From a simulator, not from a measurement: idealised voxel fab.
This section sets out a process module, namely voxel ribs on slabs.
cross-section cut | 190 nm wide | cells 5 nm
Cross-section spec: square-cell grid; bands listed top down; each band is one or more rows. The entry gives the band's vertical extent as a top height and a bottom height in nm, then its horizontal make-up as materials from left to right, each with a width in nm. "blank" stands for empty space; a single material marked "everywhere" fills the band edge to edge. Heads up on the height convention: 0 is the point under which the incoming wafer is all one material, and the lowest band has no bottom, it just keeps going down, like "0 -> down". The notation "30..40" denotes a width that varies across the rows of cells in the band, beginning at the first number in the top row, finishing at the second number in the bottom row, and changing by an identical amount from each row to the next. The cross-section has no changed cell in any step marked "stayed the same". Reported under the label "Closed voids list" are the empty spaces having no open way to the top and comprising 8 cells or more; the notation for each is width x height at distance, in which the distance is measured from the left edge and all three values are in nm. Past the settings on a step's line: simulator remark, on that step. For masked steps, "overlay nm" on the step line gives how far right of plan the mask actually lay; a minus sign means it lay to the left.
## Intended process steps
1 RECEIVE, material Si
2 DIRECTIONAL_DEP, material SiO2, thk nm 30
3 DIRECTIONAL_DEP, material SiN, thk nm 25
4 MASKED_ETCH, tone cover, mask id RIB, width nm 20, etch materials SiN, depth nm 15, overlay nm 0
5 MASKED_ETCH, tone cover, mask id SLAB, width nm 50, etch materials SiN, depth nm 10, overlay nm 0
6 FILL_DEP, material SiO2, thk nm 15
7 CMP, height nm 65
8 DIRECTIONAL_DEP, material TiN, thk nm 10
9 PATTERN, tone cover, mask id HEATER, material resist, width nm 30, thk nm 20, overlay nm 0
10 DIRECTIONAL_ETCH, etch materials TiN, depth nm 10
11 STRIP, etch materials resist
12 CONFORMAL_DEP, material SiN, thk nm 10
## As-received state of the wafer in cross-section, equivalent to post-step 1
  0 -> down = Si everywhere
  Closed voids list: none
## End-of-module cross-section of the first of two wafers, processed as planned
  85 -> 75 = 70 blank, 50 SiN, 70 blank
  75 -> 65 = 80 SiN, 30 TiN, 80 SiN
  65 -> 55 = SiO2 everywhere
  55 -> 40 = 85 SiO2, 20 SiN, 85 SiO2
  40 -> 30 = 70 SiO2, 50 SiN, 70 SiO2
  30 -> 0 = SiO2 everywhere
  0 -> down = Si everywhere
  Closed voids list: none
## Second wafer through the module, sectioned at the end: same beginning and same plan as the first wafer, with one mistake in carrying it out
  85 -> 75 = 70 blank, 50 SiN, 70 blank
  75 -> 65 = 80 SiN, 30 TiN, 80 SiN
  65 -> 55 = SiO2 everywhere
  55 -> 40 = 85 SiO2, 20 SiN, 85 SiO2
  40 -> 30 = 65 SiO2, 60 SiN, 65 SiO2
  30 -> 0 = SiO2 everywhere
  0 -> down = Si everywhere
  Closed voids list: none
Against the plan, the run slipped here: for step 5, the planned setting was not used; the step was instead run as MASKED_ETCH, tone cover, mask id SLAB, width nm 60, etch materials SiN, depth nm 10, overlay nm 0
Wafer comparison, final, in cells, second relative to first, materials more or fewer: SiN +4; SiO2 -4
